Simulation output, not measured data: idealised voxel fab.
process module | voxel spacer lines
cross-section cut | 190 nm wide | cells 5 nm
A cross-section is a grid of square cells, given in bands from the top down. A band is one or more rows of cells.
Each band's line starts with the height of the band's top and of its bottom, in nm. Then come its materials from left to right, each with its width in nm. One material with "throughout" fills the band from edge to edge. "air" is empty space.
Height 0 is the level under which the wafer as received is all one material. The lowest band goes on downwards, as in "0 down".
A width such as "30 to 40" changes by the same amount from each row of cells to the next, from the band's top row to its bottom row.
"no change" after a step means that no cell of the cross-section changed.
closed voids: empty space of 8 cells or more with no open way to the top, each as width x height at its distance from the left edge, in nm
after a step's settings: what the simulator itself notes on the step
overlay nm, on a step with a mask: how far to the right of its planned place the mask lay; to the left if negative
Each pair below shows a cross-section before one step and the cross-section after it, down to the lowest band that changed. The line under each pair gives the step between them, with its settings. The pairs can come from different runs of this module on the same starting wafer, so a pair continues from the pair above only where its "before" says so.
before
  0 down: Si throughout
  closed voids: none
after
  10 to 0: Al2O3 throughout
  below 0: unchanged
  closed voids: none
the step between: op CONFORMAL_DEP | material Al2O3 | thk nm 10
before: the cross-section after the pair above
after
  20 to 10: polySi throughout
  below 10: unchanged
  closed voids: none
the step between: op DIRECTIONAL_DEP | material polySi | thk nm 10
before: the cross-section after the pair above
after
  40 to 20: aC throughout
  below 20: unchanged
  closed voids: none
the step between: op DIRECTIONAL_DEP | material aC | thk nm 20
before: the cross-section after the pair above
after
  65 to 40: air 15 | resist 20 | air 50 | resist 20 | air 50 | resist 20 | air 15
  below 40: unchanged
  closed voids: none
the step between: op PATTERN | tone cover | mask id MANDREL | material resist | width nm 20 | pitch nm 70 | thk nm 25 | overlay nm 0
before: the cross-section after the pair above
after
  45 to 40: air 15 | resist 20 | air 50 | resist 20 | air 50 | resist 20 | air 15
  40 to 20: air 15 | aC 20 | air 50 | aC 20 | air 50 | aC 20 | air 15
  below 20: unchanged
  closed voids: none
the step between: op DIRECTIONAL_ETCH | etch materials aC | depth nm 20
before: the cross-section after the pair above
after
  40 to 20: air 15 | aC 20 | air 50 | aC 20 | air 50 | aC 20 | air 15
  below 20: unchanged
  closed voids: none
the step between: op STRIP | etch materials resist
before: the cross-section after the pair above
after
  55 to 40: SiO2 50 | air 20 | SiO2 50 | air 20 | SiO2 50
  40 to 35: SiO2 15 | aC 20 | SiO2 15 | air 20 | SiO2 15 | aC 20 | SiO2 15 | air 20 | SiO2 15 | aC 20 | SiO2 15
  35 to 20: SiO2 15 | aC 20 | SiO2 50 | aC 20 | SiO2 50 | aC 20 | SiO2 15
  below 20: unchanged
  closed voids: none
the step between: op CONFORMAL_DEP | material SiO2 | thk nm 15
before: the cross-section after the pair above
after
  40 to 20: SiO2 15 | aC 20 | SiO2 15 | air 20 | SiO2 15 | aC 20 | SiO2 15 | air 20 | SiO2 15 | aC 20 | SiO2 15
  below 20: unchanged
  closed voids: none
the step between: op DIRECTIONAL_ETCH | etch materials SiO2 | depth nm 15
before: the cross-section after the pair above
after
  40 to 20: SiO2 15 | air 20 | SiO2 15 | air 20 | SiO2 15 | air 20 | SiO2 15 | air 20 | SiO2 15 | air 20 | SiO2 15
  below 20: unchanged
  closed voids: none
the step between: op STRIP | etch materials aC
before: the cross-section after the pair above
after
  40 to 20: SiO2 15 | air 20 | SiO2 15 | air 20 | SiO2 15 | air 20 | SiO2 15 | air 20 | SiO2 15 | air 20 | SiO2 15
  20 to 10: polySi 15 | air 20 | polySi 15 | air 20 | polySi 15 | air 20 | polySi 15 | air 20 | polySi 15 | air 20 | polySi 15
  below 10: unchanged
  closed voids: none
the step between: op DIRECTIONAL_ETCH | etch materials polySi | depth nm 10
before: the cross-section after the pair above
after
  20 to 10: polySi 15 | air 20 | polySi 15 | air 20 | polySi 15 | air 20 | polySi 15 | air 20 | polySi 15 | air 20 | polySi 15
  below 10: unchanged
  closed voids: none
the step between: op STRIP | etch materials SiO2
before: the cross-section after the pair above
after
  30 to 20: lowk throughout
  20 to 10: polySi 15 | lowk 20 | polySi 15 | lowk 20 | polySi 15 | lowk 20 | polySi 15 | lowk 20 | polySi 15 | lowk 20 | polySi 15
  below 10: unchanged
  closed voids: none
the step between: op FILL_DEP | material lowk | thk nm 10
before: the cross-section after the pair above
after
  20 to 10: polySi 15 | lowk 20 | polySi 15 | lowk 20 | polySi 15 | lowk 20 | polySi 15 | lowk 20 | polySi 15 | lowk 20 | polySi 15
  below 10: unchanged
  closed voids: none
the step between: op CMP | height nm 20
before
  0 down: Si throughout
  closed voids: none
after
  10 to 0: polySi throughout
  below 0: unchanged
  closed voids: none
the step between: op DIRECTIONAL_DEP | material polySi | thk nm 10
before: the cross-section after the pair above
after
  30 to 10: aC throughout
  below 10: unchanged
  closed voids: none
the step between: op DIRECTIONAL_DEP | material aC | thk nm 20
before: the cross-section after the pair above
after
  55 to 30: air 15 | resist 20 | air 50 | resist 20 | air 50 | resist 20 | air 15
  below 30: unchanged
  closed voids: none
the step between: op PATTERN | tone cover | mask id MANDREL | material resist | width nm 20 | pitch nm 70 | thk nm 25 | overlay nm 0
before: the cross-section after the pair above
after
  35 to 30: air 15 | resist 20 | air 50 | resist 20 | air 50 | resist 20 | air 15
  30 to 10: air 15 | aC 20 | air 50 | aC 20 | air 50 | aC 20 | air 15
  below 10: unchanged
  closed voids: none
the step between: op DIRECTIONAL_ETCH | etch materials aC | depth nm 20
before: the cross-section after the pair above
after
  30 to 10: air 15 | aC 20 | air 50 | aC 20 | air 50 | aC 20 | air 15
  below 10: unchanged
  closed voids: none
the step between: op STRIP | etch materials resist
before: the cross-section after the pair above
after
  45 to 30: SiO2 50 | air 20 | SiO2 50 | air 20 | SiO2 50
  30 to 25: SiO2 15 | aC 20 | SiO2 15 | air 20 | SiO2 15 | aC 20 | SiO2 15 | air 20 | SiO2 15 | aC 20 | SiO2 15
  25 to 10: SiO2 15 | aC 20 | SiO2 50 | aC 20 | SiO2 50 | aC 20 | SiO2 15
  below 10: unchanged
  closed voids: none
the step between: op CONFORMAL_DEP | material SiO2 | thk nm 15
before: the cross-section after the pair above
after
  30 to 10: SiO2 15 | aC 20 | SiO2 15 | air 20 | SiO2 15 | aC 20 | SiO2 15 | air 20 | SiO2 15 | aC 20 | SiO2 15
  below 10: unchanged
  closed voids: none
the step between: op DIRECTIONAL_ETCH | etch materials SiO2 | depth nm 15
before: the cross-section after the pair above
after
  30 to 10: SiO2 15 | air 20 | SiO2 15 | air 20 | SiO2 15 | air 20 | SiO2 15 | air 20 | SiO2 15 | air 20 | SiO2 15
  below 10: unchanged
  closed voids: none
the step between: op STRIP | etch materials aC
before: the cross-section after the pair above
after
  30 to 10: SiO2 15 | air 20 | SiO2 15 | air 20 | SiO2 15 | air 20 | SiO2 15 | air 20 | SiO2 15 | air 20 | SiO2 15
  10 to 0: polySi 15 | air 20 | polySi 15 | air 20 | polySi 15 | air 20 | polySi 15 | air 20 | polySi 15 | air 20 | polySi 15
  below 0: unchanged
  closed voids: none
the step between: op DIRECTIONAL_ETCH | etch materials polySi | depth nm 10
before: the cross-section after the pair above
after
  10 to 0: polySi 15 | air 20 | polySi 15 | air 20 | polySi 15 | air 20 | polySi 15 | air 20 | polySi 15 | air 20 | polySi 15
  below 0: unchanged
  closed voids: none
the step between: op STRIP | etch materials SiO2
before: the cross-section after the pair above
after
  20 to 10: lowk throughout
  10 to 0: polySi 15 | lowk 20 | polySi 15 | lowk 20 | polySi 15 | lowk 20 | polySi 15 | lowk 20 | polySi 15 | lowk 20 | polySi 15
  below 0: unchanged
  closed voids: none
the step between: op FILL_DEP | material lowk | thk nm 10
before
  40 to 20: SiO2 15 | aC 20 | SiO2 15 | air 20 | SiO2 15 | aC 20 | SiO2 15 | air 20 | SiO2 15 | aC 20 | SiO2 15
  20 to 10: polySi throughout
  10 to 0: Al2O3 throughout
  0 down: Si throughout
  closed voids: none
after
  40 to 25: air 15 | aC 20 | air 50 | aC 20 | air 50 | aC 20 | air 15
  below 25: unchanged
  closed voids: none
the step between: op DIRECTIONAL_ETCH | etch materials SiO2 | depth nm 15
before: the cross-section after the pair above
after
  25 to 20: SiO2 15 | air 20 | SiO2 15 | air 20 | SiO2 15 | air 20 | SiO2 15 | air 20 | SiO2 15 | air 20 | SiO2 15
  below 20: unchanged
  closed voids: none
the step between: op STRIP | etch materials aC
before: the cross-section after the pair above
after
  25 to 20: SiO2 15 | air 20 | SiO2 15 | air 20 | SiO2 15 | air 20 | SiO2 15 | air 20 | SiO2 15 | air 20 | SiO2 15
  20 to 10: polySi 15 | air 20 | polySi 15 | air 20 | polySi 15 | air 20 | polySi 15 | air 20 | polySi 15 | air 20 | polySi 15
  below 10: unchanged
  closed voids: none
the step between: op DIRECTIONAL_ETCH | etch materials polySi | depth nm 10
before: the cross-section after the pair above
after
  20 to 10: polySi 15 | air 20 | polySi 15 | air 20 | polySi 15 | air 20 | polySi 15 | air 20 | polySi 15 | air 20 | polySi 15
  below 10: unchanged
  closed voids: none
the step between: op STRIP | etch materials SiO2
before
  10 to 0: Al2O3 throughout
  0 down: Si throughout
  closed voids: none
after
  30 to 10: aC throughout
  below 10: unchanged
  closed voids: none
the step between: op DIRECTIONAL_DEP | material aC | thk nm 20
before: the cross-section after the pair above
after
  40 to 30: polySi throughout
  below 30: unchanged
  closed voids: none
the step between: op DIRECTIONAL_DEP | material polySi | thk nm 10
before: the cross-section after the pair above
after
  65 to 40: air 15 | resist 20 | air 50 | resist 20 | air 50 | resist 20 | air 15
  below 40: unchanged
  closed voids: none
the step between: op PATTERN | tone cover | mask id MANDREL | material resist | width nm 20 | pitch nm 70 | thk nm 25 | overlay nm 0
before: the cross-section after the pair above
after
  45 to 40: air 15 | resist 20 | air 50 | resist 20 | air 50 | resist 20 | air 15
  below 40: unchanged
  closed voids: none
the step between: op DIRECTIONAL_ETCH | etch materials aC | depth nm 20
before: the cross-section after the pair above
after
  40 to 30: polySi throughout
  below 30: unchanged
  closed voids: none
the step between: op STRIP | etch materials resist
before: the cross-section after the pair above
after
  55 to 40: SiO2 throughout
  below 40: unchanged
  closed voids: none
the step between: op CONFORMAL_DEP | material SiO2 | thk nm 15
before: the cross-section after the pair above
after
  40 to 30: polySi throughout
  below 30: unchanged
  closed voids: none
the step between: op DIRECTIONAL_ETCH | etch materials SiO2 | depth nm 15
before: the cross-section after the pair above
after
  30 to 10: aC throughout
  below 10: unchanged
  closed voids: none
the step between: op DIRECTIONAL_ETCH | etch materials polySi | depth nm 10
before: the cross-section after the pair above
after
  40 to 30: lowk throughout
  below 30: unchanged
  closed voids: none
the step between: op FILL_DEP | material lowk | thk nm 10
before: the cross-section after the pair above
after
  20 to 10: aC throughout
  below 10: unchanged
  closed voids: none
the step between: op CMP | height nm 20
before
  0 down: Si throughout
  closed voids: none
after
  15 to 0: Al2O3 throughout
  below 0: unchanged
  closed voids: none
the step between: op CONFORMAL_DEP | material Al2O3 | thk nm 15
before: the cross-section after the pair above
after
  25 to 15: polySi throughout
  below 15: unchanged
  closed voids: none
the step between: op DIRECTIONAL_DEP | material polySi | thk nm 10
before: the cross-section after the pair above
after
  45 to 25: aC throughout
  below 25: unchanged
  closed voids: none
the step between: op DIRECTIONAL_DEP | material aC | thk nm 20
before: the cross-section after the pair above
after
  70 to 45: air 15 | resist 20 | air 50 | resist 20 | air 50 | resist 20 | air 15
  below 45: unchanged
  closed voids: none
the step between: op PATTERN | tone cover | mask id MANDREL | material resist | width nm 20 | pitch nm 70 | thk nm 25 | overlay nm 0
before: the cross-section after the pair above
after
  50 to 45: air 15 | resist 20 | air 50 | resist 20 | air 50 | resist 20 | air 15
  45 to 25: air 15 | aC 20 | air 50 | aC 20 | air 50 | aC 20 | air 15
  below 25: unchanged
  closed voids: none
the step between: op DIRECTIONAL_ETCH | etch materials aC | depth nm 20
before: the cross-section after the pair above
after
  45 to 25: air 15 | aC 20 | air 50 | aC 20 | air 50 | aC 20 | air 15
  below 25: unchanged
  closed voids: none
the step between: op STRIP | etch materials resist
before: the cross-section after the pair above
after
  60 to 45: SiO2 50 | air 20 | SiO2 50 | air 20 | SiO2 50
  45 to 40: SiO2 15 | aC 20 | SiO2 15 | air 20 | SiO2 15 | aC 20 | SiO2 15 | air 20 | SiO2 15 | aC 20 | SiO2 15
  40 to 25: SiO2 15 | aC 20 | SiO2 50 | aC 20 | SiO2 50 | aC 20 | SiO2 15
  below 25: unchanged
  closed voids: none
the step between: op CONFORMAL_DEP | material SiO2 | thk nm 15
before: the cross-section after the pair above
after
  45 to 25: SiO2 15 | aC 20 | SiO2 15 | air 20 | SiO2 15 | aC 20 | SiO2 15 | air 20 | SiO2 15 | aC 20 | SiO2 15
  below 25: unchanged
  closed voids: none
the step between: op DIRECTIONAL_ETCH | etch materials SiO2 | depth nm 15
before: the cross-section after the pair above
after
  45 to 25: SiO2 15 | air 20 | SiO2 15 | air 20 | SiO2 15 | air 20 | SiO2 15 | air 20 | SiO2 15 | air 20 | SiO2 15
  below 25: unchanged
  closed voids: none
the step between: op STRIP | etch materials aC
before: the cross-section after the pair above
after
  45 to 25: SiO2 15 | air 20 | SiO2 15 | air 20 | SiO2 15 | air 20 | SiO2 15 | air 20 | SiO2 15 | air 20 | SiO2 15
  25 to 15: polySi 15 | air 20 | polySi 15 | air 20 | polySi 15 | air 20 | polySi 15 | air 20 | polySi 15 | air 20 | polySi 15
  below 15: unchanged
  closed voids: none
the step between: op DIRECTIONAL_ETCH | etch materials polySi | depth nm 10
before: the cross-section after the pair above
after
  25 to 15: polySi 15 | air 20 | polySi 15 | air 20 | polySi 15 | air 20 | polySi 15 | air 20 | polySi 15 | air 20 | polySi 15
  below 15: unchanged
  closed voids: none
the step between: op STRIP | etch materials SiO2
before: the cross-section after the pair above
after
  35 to 25: lowk throughout
  25 to 15: polySi 15 | lowk 20 | polySi 15 | lowk 20 | polySi 15 | lowk 20 | polySi 15 | lowk 20 | polySi 15 | lowk 20 | polySi 15
  below 15: unchanged
  closed voids: none
the step between: op FILL_DEP | material lowk | thk nm 10
before: the cross-section after the pair above
after
  20 to 15: polySi 15 | lowk 20 | polySi 15 | lowk 20 | polySi 15 | lowk 20 | polySi 15 | lowk 20 | polySi 15 | lowk 20 | polySi 15
  below 15: unchanged
  closed voids: none
the step between: op CMP | height nm 20
before
  40 to 20: aC throughout
  20 to 10: polySi throughout
  10 to 0: Al2O3 throughout
  0 down: Si throughout
  closed voids: none
after
  65 to 40: air 20 | resist 15 | air 55 | resist 15 | air 55 | resist 15 | air 15
  below 40: unchanged
  closed voids: none
the step between: op PATTERN | tone cover | mask id MANDREL | material resist | width nm 15 | pitch nm 70 | thk nm 25 | overlay nm 0
before: the cross-section after the pair above
after
  45 to 40: air 20 | resist 15 | air 55 | resist 15 | air 55 | resist 15 | air 15
  40 to 20: air 20 | aC 15 | air 55 | aC 15 | air 55 | aC 15 | air 15
  below 20: unchanged
  closed voids: none
the step between: op DIRECTIONAL_ETCH | etch materials aC | depth nm 20
before: the cross-section after the pair above
after
  40 to 20: air 20 | aC 15 | air 55 | aC 15 | air 55 | aC 15 | air 15
  below 20: unchanged
  closed voids: none
the step between: op STRIP | etch materials resist
before: the cross-section after the pair above
after
  55 to 40: air 5 | SiO2 45 | air 25 | SiO2 45 | air 25 | SiO2 45
  40 to 35: air 5 | SiO2 15 | aC 15 | SiO2 15 | air 25 | SiO2 15 | aC 15 | SiO2 15 | air 25 | SiO2 15 | aC 15 | SiO2 15
  35 to 20: SiO2 20 | aC 15 | SiO2 55 | aC 15 | SiO2 55 | aC 15 | SiO2 15
  below 20: unchanged
  closed voids: none
the step between: op CONFORMAL_DEP | material SiO2 | thk nm 15
before: the cross-section after the pair above
after
  40 to 20: air 5 | SiO2 15 | aC 15 | SiO2 15 | air 25 | SiO2 15 | aC 15 | SiO2 15 | air 25 | SiO2 15 | aC 15 | SiO2 15
  below 20: unchanged
  closed voids: none
the step between: op DIRECTIONAL_ETCH | etch materials SiO2 | depth nm 15
before: the cross-section after the pair above
after
  40 to 20: air 5 | SiO2 15 | air 15 | SiO2 15 | air 25 | SiO2 15 | air 15 | SiO2 15 | air 25 | SiO2 15 | air 15 | SiO2 15
  below 20: unchanged
  closed voids: none
the step between: op STRIP | etch materials aC
before: the cross-section after the pair above
after
  40 to 20: air 5 | SiO2 15 | air 15 | SiO2 15 | air 25 | SiO2 15 | air 15 | SiO2 15 | air 25 | SiO2 15 | air 15 | SiO2 15
  20 to 10: air 5 | polySi 15 | air 15 | polySi 15 | air 25 | polySi 15 | air 15 | polySi 15 | air 25 | polySi 15 | air 15 | polySi 15
  below 10: unchanged
  closed voids: none
the step between: op DIRECTIONAL_ETCH | etch materials polySi | depth nm 10
before: the cross-section after the pair above
after
  20 to 10: air 5 | polySi 15 | air 15 | polySi 15 | air 25 | polySi 15 | air 15 | polySi 15 | air 25 | polySi 15 | air 15 | polySi 15
  below 10: unchanged
  closed voids: none
the step between: op STRIP | etch materials SiO2
before: the cross-section after the pair above
after
  30 to 20: lowk throughout
  20 to 10: lowk 5 | polySi 15 | lowk 15 | polySi 15 | lowk 25 | polySi 15 | lowk 15 | polySi 15 | lowk 25 | polySi 15 | lowk 15 | polySi 15
  below 10: unchanged
  closed voids: none
the step between: op FILL_DEP | material lowk | thk nm 10
before: the cross-section after the pair above
after
  20 to 10: lowk 5 | polySi 15 | lowk 15 | polySi 15 | lowk 25 | polySi 15 | lowk 15 | polySi 15 | lowk 25 | polySi 15 | lowk 15 | polySi 15
  below 10: unchanged
  closed voids: none
the step between: op CMP | height nm 20
before
  0 down: Si throughout
  closed voids: none
after
  10 to 0: lowk throughout
  below 0: unchanged
  closed voids: none
the step between: op CONFORMAL_DEP | material lowk | thk nm 10
before: the cross-section after the pair above
after
  20 to 10: polySi throughout
  below 10: unchanged
  closed voids: none
the step between: op DIRECTIONAL_DEP | material polySi | thk nm 10
before: the cross-section after the pair above
after
  40 to 20: aC throughout
  below 20: unchanged
  closed voids: none
the step between: op DIRECTIONAL_DEP | material aC | thk nm 20
before: the cross-section after the pair above
after
  65 to 40: air 15 | resist 20 | air 50 | resist 20 | air 50 | resist 20 | air 15
  below 40: unchanged
  closed voids: none
the step between: op PATTERN | tone cover | mask id MANDREL | material resist | width nm 20 | pitch nm 70 | thk nm 25 | overlay nm 0
before: the cross-section after the pair above
after
  45 to 40: air 15 | resist 20 | air 50 | resist 20 | air 50 | resist 20 | air 15
  40 to 20: air 15 | aC 20 | air 50 | aC 20 | air 50 | aC 20 | air 15
  below 20: unchanged
  closed voids: none
the step between: op DIRECTIONAL_ETCH | etch materials aC | depth nm 20
before: the cross-section after the pair above
after
  40 to 20: air 15 | aC 20 | air 50 | aC 20 | air 50 | aC 20 | air 15
  below 20: unchanged
  closed voids: none
the step between: op STRIP | etch materials resist
before: the cross-section after the pair above
after
  55 to 40: SiO2 50 | air 20 | SiO2 50 | air 20 | SiO2 50
  40 to 35: SiO2 15 | aC 20 | SiO2 15 | air 20 | SiO2 15 | aC 20 | SiO2 15 | air 20 | SiO2 15 | aC 20 | SiO2 15
  35 to 20: SiO2 15 | aC 20 | SiO2 50 | aC 20 | SiO2 50 | aC 20 | SiO2 15
  below 20: unchanged
  closed voids: none
the step between: op CONFORMAL_DEP | material SiO2 | thk nm 15
before: the cross-section after the pair above
after
  40 to 20: SiO2 15 | aC 20 | SiO2 15 | air 20 | SiO2 15 | aC 20 | SiO2 15 | air 20 | SiO2 15 | aC 20 | SiO2 15
  below 20: unchanged
  closed voids: none
the step between: op DIRECTIONAL_ETCH | etch materials SiO2 | depth nm 15
before: the cross-section after the pair above
after
  40 to 20: SiO2 15 | air 20 | SiO2 15 | air 20 | SiO2 15 | air 20 | SiO2 15 | air 20 | SiO2 15 | air 20 | SiO2 15
  below 20: unchanged
  closed voids: none
the step between: op STRIP | etch materials aC
before: the cross-section after the pair above
after
  40 to 20: SiO2 15 | air 20 | SiO2 15 | air 20 | SiO2 15 | air 20 | SiO2 15 | air 20 | SiO2 15 | air 20 | SiO2 15
  20 to 10: polySi 15 | air 20 | polySi 15 | air 20 | polySi 15 | air 20 | polySi 15 | air 20 | polySi 15 | air 20 | polySi 15
  below 10: unchanged
  closed voids: none
the step between: op DIRECTIONAL_ETCH | etch materials polySi | depth nm 10
before: the cross-section after the pair above
after
  20 to 10: polySi 15 | air 20 | polySi 15 | air 20 | polySi 15 | air 20 | polySi 15 | air 20 | polySi 15 | air 20 | polySi 15
  below 10: unchanged
  closed voids: none
the step between: op STRIP | etch materials SiO2
before: the cross-section after the pair above
after
  30 to 20: lowk throughout
  20 to 10: polySi 15 | lowk 20 | polySi 15 | lowk 20 | polySi 15 | lowk 20 | polySi 15 | lowk 20 | polySi 15 | lowk 20 | polySi 15
  below 10: unchanged
  closed voids: none
the step between: op FILL_DEP | material lowk | thk nm 10
before: the cross-section after the pair above
after
  20 to 10: polySi 15 | lowk 20 | polySi 15 | lowk 20 | polySi 15 | lowk 20 | polySi 15 | lowk 20 | polySi 15 | lowk 20 | polySi 15
  below 10: unchanged
  closed voids: none
the step between: op CMP | height nm 20
